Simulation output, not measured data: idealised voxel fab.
process module | voxel capacitor over wiring
cross-section cut | 255 nm wide | cells 5 nm
A cross-section is a grid of square cells, given in bands from the top down. A band is one or more rows of cells.
Each band's line starts with the height of the band's top and of its bottom, in nm. Then come its materials from left to right, each with its width in nm. One material with "throughout" fills the band from edge to edge. "air" is empty space.
Height 0 is the level under which the wafer as received is all one material. The lowest band goes on downwards, as in "0 down".
A width such as "30 to 40" changes by the same amount from each row of cells to the next, from the band's top row to its bottom row.
"no change" after a step means that no cell of the cross-section changed.
closed voids: empty space of 8 cells or more with no open way to the top, each as width x height at its distance from the left edge, in nm
after a step's settings: what the simulator itself notes on the step
overlay nm, on a step with a mask: how far to the right of its planned place the mask lay; to the left if negative
plan
1 op RECEIVE | material Si
2 op CONFORMAL_DEP | material SiO2 | thk nm 15
3 op DIRECTIONAL_DEP | material TiN | thk nm 5
4 op DIRECTIONAL_DEP | material W | thk nm 20
5 op MASKED_ETCH | tone cover | mask id METAL_1 | width nm 20 | pitch nm 85 | etch materials W | depth nm 20 | overlay nm 0
6 op MASKED_ETCH | tone cover | mask id METAL_1 | width nm 20 | pitch nm 85 | etch materials TiN | depth nm 5 | overlay nm 0
7 op FILL_DEP | material lowk | thk nm 5
8 op CMP | height nm 40
9 op CONFORMAL_DEP | material SiCN | thk nm 5
10 op DIRECTIONAL_DEP | material lowk | thk nm 10
11 op DIRECTIONAL_DEP | material aC | thk nm 10
12 op PATTERN | tone open | mask id PLUG_1 | material resist | width nm 15 | thk nm 30 | overlay nm 0
13 op DIRECTIONAL_ETCH | etch materials aC | depth nm 10
14 op STRIP | etch materials resist
15 op DIRECTIONAL_ETCH | etch materials lowk | depth nm 5
16 op DIRECTIONAL_ETCH | etch materials SiCN | depth nm 5
17 op STRIP | etch materials aC
18 op EPI | material Ru | thk nm 10
19 op EPI | material Ru | thk nm 5
20 op DIRECTIONAL_DEP | material TiN | thk nm 10
21 op DIRECTIONAL_DEP | material Al2O3 | thk nm 5
22 op DIRECTIONAL_DEP | material TiN | thk nm 5
23 op DIRECTIONAL_DEP | material aC | thk nm 10
24 op PATTERN | tone cover | mask id UPPER_PLATE | material resist | width nm 70 | thk nm 25 | overlay nm 0
25 op DIRECTIONAL_ETCH | etch materials aC | depth nm 10
26 op STRIP | etch materials resist
27 op DIRECTIONAL_ETCH | etch materials TiN | depth nm 5
28 op DIRECTIONAL_ETCH | etch materials Al2O3 | depth nm 5
29 op STRIP | etch materials aC
30 op DIRECTIONAL_DEP | material aC | thk nm 15
31 op PATTERN | tone cover | mask id LOWER_PLATE | material resist | width nm 80 | thk nm 35 | overlay nm 0
32 op DIRECTIONAL_ETCH | etch materials aC | depth nm 15
33 op STRIP | etch materials resist
34 op DIRECTIONAL_ETCH | etch materials TiN | depth nm 10
35 op STRIP | etch materials aC
36 op FILL_DEP | material SiO2 | thk nm 15
37 op CMP | height nm 85
38 op MASKED_ETCH | tone open | mask id PLUG_2 | width nm 15 | etch materials SiO2 | depth nm 10 | overlay nm 0
39 op CONFORMAL_DEP | material TiN | thk nm 5
40 op FILL_DEP | material W | thk nm 5
41 op CMP | height nm 85
42 op CONFORMAL_DEP | material SiN | thk nm 5
varied across the wafers: depth nm of step 15. The plan shows the first wafer's value. All wafers start alike
first wafer as received, after step 1
  0 down: Si throughout
  closed voids: none
first wafer at the end, after step 42
  90 to 85: SiN throughout
  85 to 80: SiO2 90 | TiN 5 | W 5 | TiN 5 | SiO2 150
  80 to 70: SiO2 90 to 95 | TiN 15 to 55 | SiO2 150 to 105
  70 to 65: SiO2 80 | TiN 15 | Al2O3 55 | SiO2 105
  65 to 60: SiO2 75 | TiN 5 | Al2O3 15 | TiN 60 | SiO2 100
  60 to 55: SiO2 75 | TiN 80 | SiO2 100
  55 to 50: lowk 80 | TiN 15 | lowk 160
  50 to 45: lowk throughout
  45 to 40: SiCN throughout
  40 to 20: lowk 75 | W 20 | lowk 65 | W 20 | lowk 75
  20 to 15: lowk 75 | TiN 20 | lowk 65 | TiN 20 | lowk 75
  15 to 0: SiO2 throughout
  0 down: Si throughout
  closed voids: none
last wafer at the end
  90 to 85: SiN throughout
  85 to 80: SiO2 90 | TiN 5 | W 5 | TiN 5 | SiO2 150
  80 to 70: SiO2 90 to 80 | TiN 15 to 70 | SiO2 150 to 105
  70 to 65: SiO2 80 | Al2O3 70 | SiO2 105
  65 to 55: SiO2 75 | TiN 80 | SiO2 100
  55 to 45: lowk 80 | Ru 15 | lowk 160
  45 to 40: SiCN 80 | Ru 15 | SiCN 160
  40 to 20: lowk 75 | W 20 | lowk 65 | W 20 | lowk 75
  20 to 15: lowk 75 | TiN 20 | lowk 65 | TiN 20 | lowk 75
  15 to 0: SiO2 throughout
  0 down: Si throughout
  closed voids: none
each wafer at the end: cells of each material gained (+) or lost (-) since it was received, then its closed voids
depth nm 5 | +14 Al2O3 | +51 SiCN | +51 SiN | +396 SiO2 | +59 TiN | +33 W | +314 lowk | closed voids: none
depth nm 10 | +14 Al2O3 | +9 Ru | +48 SiCN | +51 SiN | +393 SiO2 | +59 TiN | +33 W | +311 lowk | closed voids: none
depth nm 15 | +14 Al2O3 | +9 Ru | +48 SiCN | +51 SiN | +393 SiO2 | +59 TiN | +33 W | +311 lowk | closed voids: none
depth nm 20 | +14 Al2O3 | +9 Ru | +48 SiCN | +51 SiN | +393 SiO2 | +59 TiN | +33 W | +311 lowk | closed voids: none
depth nm 25 | +14 Al2O3 | +9 Ru | +48 SiCN | +51 SiN | +393 SiO2 | +59 TiN | +33 W | +311 lowk | closed voids: none
